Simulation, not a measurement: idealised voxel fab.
The following is a process module called voxel ribs on slabs.
We display cut, a cross-section 205 nm in width whose square cells are each 5 nm.
Cross-sections here: square-cell grids, written as top-down lists of bands, a band being one or more rows of cells.
Band: top height; bottom height; in nm. Then, left to right: material with width in nm, for each material. "edge to edge": a single material spanning edge to edge. "air": empty space.
Heads up on the height convention: 0 is the point under which the incoming wafer is all one material, and the lowest band has no bottom, it just keeps going down, like "0 nm and below".
You'd read "30 to 40" like this: the band's top row of cells is as wide as the first number, its bottom row is as wide as the second, and going down, every row changes width by the same amount as the row before did.
The cross-section has no changed cell in any step marked "all unchanged".
Under "Completely sealed voids" you'll find the enclosed gaps, the ones with no way out to the top, that are 8 cells or bigger; each reads width x height at distance, with distance counted from the left edge, everything in nm.
Note: text after step settings on the step line = simulator remark on that step.
You can add "overlay nm" to a step's line. For a step with a mask, it describes how far the mask lay to the right of its planned position, and a negative number describes a lay to the left.
## The steps planned for the process are as follows
1: RECEIVE | material Si
2: DIRECTIONAL_DEP | material SiO2 | thk nm 25
3: DIRECTIONAL_DEP | material polySi | thk nm 20
4: PATTERN | tone cover | mask id RIB | material resist | width nm 30 | thk nm 20 | overlay nm 0
5: DIRECTIONAL_ETCH | etch materials polySi | depth nm 10
6: STRIP | etch materials resist
7: MASKED_ETCH | tone cover | mask id SLAB | width nm 60 | etch materials polySi | depth nm 10 | overlay nm 0
8: FILL_DEP | material SiO2 | thk nm 25
9: CMP | height nm 60
10: DIRECTIONAL_DEP | material TiN | thk nm 5
11: PATTERN | tone cover | mask id HEATER | material resist | width nm 40 | thk nm 20 | overlay nm 0
12: DIRECTIONAL_ETCH | etch materials TiN | depth nm 5
13: STRIP | etch materials resist
14: CONFORMAL_DEP | material SiO2 | thk nm 10
## First out of two wafers; run went to plan
## Cross-section of the wafer as it came to us, i.e., already through step 1
- 0 nm and below: Si edge to edge
- Completely sealed voids: none
## Wafer after step 2 (cross-section)
- 25 nm to 0 nm: SiO2 edge to edge
- Below 0 it's all the same as before, nothing changed down there.
## Wafer after step 3 (cross-section)
- 45 nm to 25 nm: polySi edge to edge
- Below 25 it's all the same as before, nothing changed down there.
## Wafer after step 4 (cross-section)
- 65 nm to 45 nm: 85 nm air / 30 nm resist / 90 nm air
- Below 45 it's all the same as before, nothing changed down there.
## Wafer after step 5 (cross-section)
- 65 nm to 45 nm: 85 nm air / 30 nm resist / 90 nm air
- 45 nm to 35 nm: 85 nm air / 30 nm polySi / 90 nm air
- Below 35 it's all the same as before, nothing changed down there.
## Wafer after step 6 (cross-section)
- 45 nm to 35 nm: 85 nm air / 30 nm polySi / 90 nm air
- Below 35 it's all the same as before, nothing changed down there.
## Wafer after step 7 (cross-section)
- 45 nm to 35 nm: 85 nm air / 30 nm polySi / 90 nm air
- 35 nm to 25 nm: 70 nm air / 60 nm polySi / 75 nm air
- Below 25 it's all the same as before, nothing changed down there.
## Wafer after step 8 (cross-section)
- 70 nm to 45 nm: SiO2 edge to edge
- 45 nm to 35 nm: 85 nm SiO2 / 30 nm polySi / 90 nm SiO2
- 35 nm to 25 nm: 70 nm SiO2 / 60 nm polySi / 75 nm SiO2
- Below 25 it's all the same as before, nothing changed down there.
## Wafer after step 9 (cross-section)
- 60 nm to 45 nm: SiO2 edge to edge
- Below 45 it's all the same as before, nothing changed down there.
## Wafer after step 10 (cross-section)
- 65 nm to 60 nm: TiN edge to edge
- Below 60 it's all the same as before, nothing changed down there.
## Wafer after step 11 (cross-section)
- 85 nm to 65 nm: 80 nm air / 40 nm resist / 85 nm air
- Below 65 it's all the same as before, nothing changed down there.
## Wafer after step 12 (cross-section)
- 85 nm to 65 nm: 80 nm air / 40 nm resist / 85 nm air
- 65 nm to 60 nm: 80 nm air / 40 nm TiN / 85 nm air
- Below 60 it's all the same as before, nothing changed down there.
## Wafer after step 13 (cross-section)
- 65 nm to 60 nm: 80 nm air / 40 nm TiN / 85 nm air
- Below 60 it's all the same as before, nothing changed down there.
## Wafer after step 14 (cross-section)
- 75 nm to 70 nm: 70 nm air / 60 nm SiO2 / 75 nm air
- 70 nm to 65 nm: SiO2 edge to edge
- 65 nm to 60 nm: 80 nm SiO2 / 40 nm TiN / 85 nm SiO2
- Below 60 it's all the same as before, nothing changed down there.
## The second wafer was prepared from the same starting point and under the same plan as the first; its processing contained one mistake, and it remains indistinguishable from the first wafer up to and including step 1
## The second wafer in cross-section, at the planned close of step 2
- 20 nm to 0 nm: polySi edge to edge
- Below 0 it's all the same as before, nothing changed down there.
## The second wafer in cross-section, at the planned close of step 3
- 45 nm to 20 nm: SiO2 edge to edge
- Below 20 it's all the same as before, nothing changed down there.
## The second wafer in cross-section, at the planned close of step 4
- 65 nm to 45 nm: 85 nm air / 30 nm resist / 90 nm air
- Below 45 it's all the same as before, nothing changed down there.
The second wafer in cross-section, at the planned close of step 5: all unchanged
## The second wafer in cross-section, at the planned close of step 6
- 45 nm to 20 nm: SiO2 edge to edge
- Below 20 it's all the same as before, nothing changed down there.
The second wafer in cross-section, at the planned close of step 7: all unchanged
## The second wafer in cross-section, at the planned close of step 8
- 70 nm to 20 nm: SiO2 edge to edge
- Below 20 it's all the same as before, nothing changed down there.
## The second wafer in cross-section, at the planned close of step 9
- 60 nm to 20 nm: SiO2 edge to edge
- Below 20 it's all the same as before, nothing changed down there.
## The second wafer in cross-section, at the planned close of step 10
- 65 nm to 60 nm: TiN edge to edge
- Below 60 it's all the same as before, nothing changed down there.
## The second wafer in cross-section, at the planned close of step 11
- 85 nm to 65 nm: 80 nm air / 40 nm resist / 85 nm air
- Below 65 it's all the same as before, nothing changed down there.
## The second wafer in cross-section, at the planned close of step 12
- 85 nm to 65 nm: 80 nm air / 40 nm resist / 85 nm air
- 65 nm to 60 nm: 80 nm air / 40 nm TiN / 85 nm air
- Below 60 it's all the same as before, nothing changed down there.
## The second wafer in cross-section, at the planned close of step 13
- 65 nm to 60 nm: 80 nm air / 40 nm TiN / 85 nm air
- Below 60 it's all the same as before, nothing changed down there.
## The second wafer in cross-section, at the planned close of step 14
- 75 nm to 70 nm: 70 nm air / 60 nm SiO2 / 75 nm air
- 70 nm to 65 nm: SiO2 edge to edge
- 65 nm to 60 nm: 80 nm SiO2 / 40 nm TiN / 85 nm SiO2
- Below 60 it's all the same as before, nothing changed down there.
Diagnosis: the intended sequence of steps 2 and 3 was reversed during processing, with each occupying the position of the other
Wafer comparison, final, in cells, second relative to first, materials more or fewer: SiO2: 128 fewer, polySi: 128 more
